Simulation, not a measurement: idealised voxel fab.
Process module under the name voxel transistor to metal
FYI the section here is cut, 270 nm wide, cells are 5 nm squares.
Just so we're on the same page, the cross-sections are grids of square cells, and they're listed out in bands top to bottom, each band one or more rows deep.
Band entry format. Leading values: height of top, height of bottom, nm. Remainder: materials in left-to-right order, each with its width in nm. Special words: "all across" on a single material, which then fills the band edge to edge; "air", empty space.
Where do heights start? At 0: under that level the wafer as delivered is made of one material only. And the lowest band has no floor; it just carries on downward, as in "0 and below".
The two numbers in a width such as "30->40" mark its ends across the band: the first belongs to the top row of cells, the second to the bottom row, and from each row to the next the width moves by the same amount.
Basically "nothing was modified" means that step didn't change any cell in the cross-section.
Voids not open to the top, 8 cells minimum: see "Closed void list". Written width x height at distance; distance is from the left edge; nm.
Formally, on a step line, whatever follows the settings is a remark that the simulator itself makes on the step.
overlay nm, on a step with a mask: how far to the right of its planned place the mask lay; to the left if negative
**Set out below are the planned steps of the process**
| 1 | RECEIVE with material Si |
| 2 | CONFORMAL_DEP with material SiO2, thk nm 5 |
| 3 | CONFORMAL_DEP with material SiN, thk nm 10 |
| 4 | PATTERN with tone cover, mask id ACTIVE, material resist, width nm 95, pitch nm 125, thk nm 15, overlay nm 0 |
| 5 | DIRECTIONAL_ETCH with etch materials SiN, depth nm 10 |
| 6 | DIRECTIONAL_ETCH with etch materials SiO2, depth nm 5 |
| 7 | DIRECTIONAL_ETCH with etch materials Si, depth nm 20 |
| 8 | STRIP with etch materials resist |
| 9 | FILL_DEP with material SiO2, thk nm 15 |
| 10 | CMP with height nm 15 |
| 11 | SELECTIVE_ETCH with etch materials SiO2, depth nm 5 |
| 12 | STRIP with etch materials SiN |
| 13 | SELECTIVE_ETCH with etch materials SiO2, depth nm 5 |
| 14 | OXIDIZE with depth nm 5 |
| 15 | DIRECTIONAL_DEP with material polySi, thk nm 25 |
| 16 | DIRECTIONAL_DEP with material SiCN, thk nm 15 |
| 17 | PATTERN with tone cover, mask id GATE, material resist, width nm 25, pitch nm 125, thk nm 20, overlay nm 0 |
| 18 | DIRECTIONAL_ETCH with etch materials SiCN, depth nm 25 |
| 19 | DIRECTIONAL_ETCH with etch materials polySi, depth nm 35 |
| 20 | STRIP with etch materials resist |
| 21 | CONFORMAL_DEP with material SiO2, thk nm 5 |
| 22 | DIRECTIONAL_ETCH with etch materials SiO2, depth nm 5 |
| 23 | CONFORMAL_DEP with material SiN, thk nm 5 |
| 24 | DIRECTIONAL_ETCH with etch materials SiN, depth nm 5 |
| 25 | DIRECTIONAL_ETCH with etch materials SiO2, depth nm 5 |
| 26 | DIRECTIONAL_ETCH with etch materials Si, depth nm 10 |
| 27 | EPI with material nSi, thk nm 10 |
| 28 | FILL_DEP with material SiO2, thk nm 10 |
| 29 | CMP with height nm 40 |
| 30 | DIRECTIONAL_DEP with material SiO2, thk nm 15 |
| 31 | DIRECTIONAL_DEP with material aC, thk nm 10 |
| 32 | PATTERN with tone open, mask id CONTACT, material resist, width nm 15, thk nm 30, overlay nm 0 |
| 33 | DIRECTIONAL_ETCH with etch materials aC, depth nm 10 |
| 34 | STRIP with etch materials resist |
| 35 | DIRECTIONAL_ETCH with etch materials SiO2, depth nm 50 |
| 36 | STRIP with etch materials aC |
| 37 | CONFORMAL_DEP with material TiN, thk nm 5 |
| 38 | FILL_DEP with material W, thk nm 10 |
| 39 | CMP with height nm 55 |
| 40 | CONFORMAL_DEP with material SiCN, thk nm 5 |
| 41 | DIRECTIONAL_DEP with material SiO2, thk nm 20 |
| 42 | DIRECTIONAL_DEP with material aC, thk nm 15 |
| 43 | PATTERN with tone open, mask id METAL_1, material resist, width nm 15, thk nm 30, overlay nm 0 |
| 44 | DIRECTIONAL_ETCH with etch materials aC, depth nm 15 |
| 45 | STRIP with etch materials resist |
| 46 | DIRECTIONAL_ETCH with etch materials SiO2, depth nm 20 |
| 47 | DIRECTIONAL_ETCH with etch materials SiCN, depth nm 5 |
| 48 | STRIP with etch materials aC |
| 49 | CONFORMAL_DEP with material TiN, thk nm 5 |
| 50 | FILL_DEP with material Cu, thk nm 5 |
| 51 | CMP with height nm 80 |
| 52 | EPI with material Ru, thk nm 5 |
| 53 | FILL_DEP with material SiCN, thk nm 5 |
**Cross-section: wafer on arrival = after step 1**
0 and below | Si all across
Closed void list: none
**Figure: cross-sectional view of the wafer upon completion of the module, processed from the initial state and according to the plan depicted above, with one error introduced during execution**
90 down to 85 | SiCN all across
85 down to 80 | SiCN: 25, Ru: 25, SiCN: 45, Ru: 25, SiCN: 30, Ru: 25, SiCN: 45, Ru: 25, SiCN: 25
80 down to 60 | SiO2: 30, TiN: 5, Cu: 5, TiN: 5, SiO2: 55, TiN: 5, Cu: 5, TiN: 5, SiO2: 40, TiN: 5, Cu: 5, TiN: 5, SiO2: 55, TiN: 5, Cu: 5, TiN: 5, SiO2: 30
60 down to 55 | SiCN: 30, TiN: 15, SiCN: 55, TiN: 15, SiCN: 40, TiN: 15, SiCN: 55, TiN: 15, SiCN: 30
55 down to 45 | SiO2: 30, TiN: 5, W: 5, TiN: 5, SiO2: 55, TiN: 5, W: 5, TiN: 5, SiO2: 40, TiN: 5, W: 5, TiN: 5, SiO2: 55, TiN: 5, W: 5, TiN: 5, SiO2: 30
45 down to 40 | SiO2: 30, TiN: 15, SiO2: 55, TiN: 15, SiO2: 40, TiN: 15, SiO2: 55, TiN: 15, SiO2: 30
40 down to 30 | SiCN: 60, SiO2: 5, SiN: 5, SiO2: 5, SiN: 5, SiO2: 5, SiCN: 100, SiO2: 5, SiN: 5, SiO2: 5, SiN: 5, SiO2: 5, SiCN: 60
30 down to 25 | polySi: 20, SiCN: 40, SiO2: 5, SiN: 5, SiO2: 5, SiN: 5, SiO2: 5, SiCN: 40, polySi: 20, SiCN: 40, SiO2: 5, SiN: 5, SiO2: 5, SiN: 5, SiO2: 5, SiCN: 40, polySi: 20
25 down to 5 | polySi: 60, SiO2: 5, SiN: 5, SiO2: 5, SiN: 5, SiO2: 5, polySi: 100, SiO2: 5, SiN: 5, SiO2: 5, SiN: 5, SiO2: 5, polySi: 60
5 down to 0 | SiO2: 20, polySi: 40, SiO2: 5, SiN: 5, nSi: 5, SiN: 5, SiO2: 5, polySi: 40, SiO2: 20, polySi: 40, SiO2: 5, SiN: 5, nSi: 5, SiN: 5, SiO2: 5, polySi: 40, SiO2: 20
0 down to -5 | SiO2: 70, nSi: 5, SiO2: 120, nSi: 5, SiO2: 70
-5 down to -15 | SiO2: 25, Si: 45, nSi: 5, Si: 45, SiO2: 30, Si: 45, nSi: 5, Si: 45, SiO2: 25
-15 down to -20 | SiO2: 25, Si: 95, SiO2: 30, Si: 95, SiO2: 25
-20 and below | Si all across
Closed void list: none
So what did we get wrong on this run? step 17 was not run as planned; what actually ran was PATTERN with tone open, mask id GATE, material resist, width nm 25, pitch nm 125, thk nm 20, overlay nm 0
